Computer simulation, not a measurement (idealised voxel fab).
The process module presented herein is designated voxel air gaps.
Displayed cross-section: cut, width of 195 nm, square cells sized 5 nm.
For the purposes of this document, a cross-section shall be understood as a grid of square cells, specified as bands listed in top-to-bottom order, each band consisting of one or more rows of cells. Read a band's entry like this: the first values are the height of its top and the height of its bottom in nm, and what follows is the sequence of materials from left to right, each with its width in nm. Note that "blank" is empty space, and that a single material marked "all across" reaches across the band from edge to edge. Beneath 0, the wafer as received is one material, and that level is where height counting begins. The lowest band goes on downward without a bottom; it is written like "0 nm and below". Width "30->40": first value at the band's top row of cells, second value at its bottom row, equal change from row to row. Basically "remained the same" means that step didn't change any cell in the cross-section. Empty spaces counting at least 8 cells and having no open way to the top are listed in "Unvented voids". The notation width x height at distance is used for each, the distance being from the left edge and all three values in nm. Formally, on a step line, whatever follows the settings is a remark that the simulator itself makes on the step. overlay nm: where the mask lay relative to plan, measured to the right, on steps with a mask; negatives go left.
Planned step list for the process
1. RECEIVE with material Si
2. CONFORMAL_DEP with material SiO2, thk nm 10
3. CONFORMAL_DEP with material SiN, thk nm 5
4. DIRECTIONAL_DEP with material lowk, thk nm 35
5. DIRECTIONAL_DEP with material aC, thk nm 15
6. PATTERN with tone open, mask id LINES, material resist, width nm 15, pitch nm 45, thk nm 30, overlay nm 0
7. DIRECTIONAL_ETCH with etch materials aC, depth nm 15
8. STRIP with etch materials resist
9. DIRECTIONAL_ETCH with etch materials lowk, depth nm 35
10. STRIP with etch materials aC
11. CONFORMAL_DEP with material TiN, thk nm 5
12. FILL_DEP with material Cu, thk nm 5
13. CMP with height nm 50
14. EPI with material Ru, thk nm 10
15. SELECTIVE_ETCH with etch materials lowk, depth nm 45
16. CONFORMAL_DEP with material SiN, thk nm 5
Wafer at receipt (post step 1), cross-section
    0 nm and below: Si all across
    Unvented voids: none
First of two wafers at the end of the module, shown in cross-section; run carried out as planned
    65 nm to 60 nm: blank 30 nm, then SiN 135 nm, then blank 30 nm
    60 nm to 50 nm: blank 30 nm, then SiN 5 nm, then Ru 35 nm, then SiN 10 nm, then Ru 35 nm, then SiN 10 nm, then Ru 35 nm, then SiN 5 nm, then blank 30 nm
    50 nm to 45 nm: blank 30 nm, then SiN 15 nm, then TiN 5 nm, then Cu 5 nm, then TiN 5 nm, then SiN 30 nm, then TiN 5 nm, then Cu 5 nm, then TiN 5 nm, then SiN 30 nm, then TiN 5 nm, then Cu 5 nm, then TiN 5 nm, then SiN 15 nm, then blank 30 nm
    45 nm to 20 nm: blank 40 nm, then SiN 5 nm, then TiN 5 nm, then Cu 5 nm, then TiN 5 nm, then SiN 5 nm, then blank 20 nm, then SiN 5 nm, then TiN 5 nm, then Cu 5 nm, then TiN 5 nm, then SiN 5 nm, then blank 20 nm, then SiN 5 nm, then TiN 5 nm, then Cu 5 nm, then TiN 5 nm, then SiN 5 nm, then blank 40 nm
    20 nm to 15 nm: SiN 45 nm, then TiN 15 nm, then SiN 30 nm, then TiN 15 nm, then SiN 30 nm, then TiN 15 nm, then SiN 45 nm
    15 nm to 10 nm: SiN all across
    10 nm to 0 nm: SiO2 all across
    0 nm and below: Si all across
    Unvented voids: 20 x 25 at 65; 20 x 25 at 110
Second wafer of the two, sectioned at the end of the module. It began like the first and followed the same plan, but one mistake was made while running it
    55 nm to 45 nm: SiN all across
    45 nm to 10 nm: lowk all across
    10 nm to 0 nm: SiO2 all across
    0 nm and below: Si all across
    Unvented voids: none
Finding, execution versus plan: sequence error: steps 3 and 4 interchanged
Final tally in cells, some materials are higher or lower on the second wafer than on the first: -18 Cu; -42 Ru; -78 SiN; -45 TiN; +273 lowk
First wafer closed voids (final) = 2; second wafer closed voids (final) = 0.
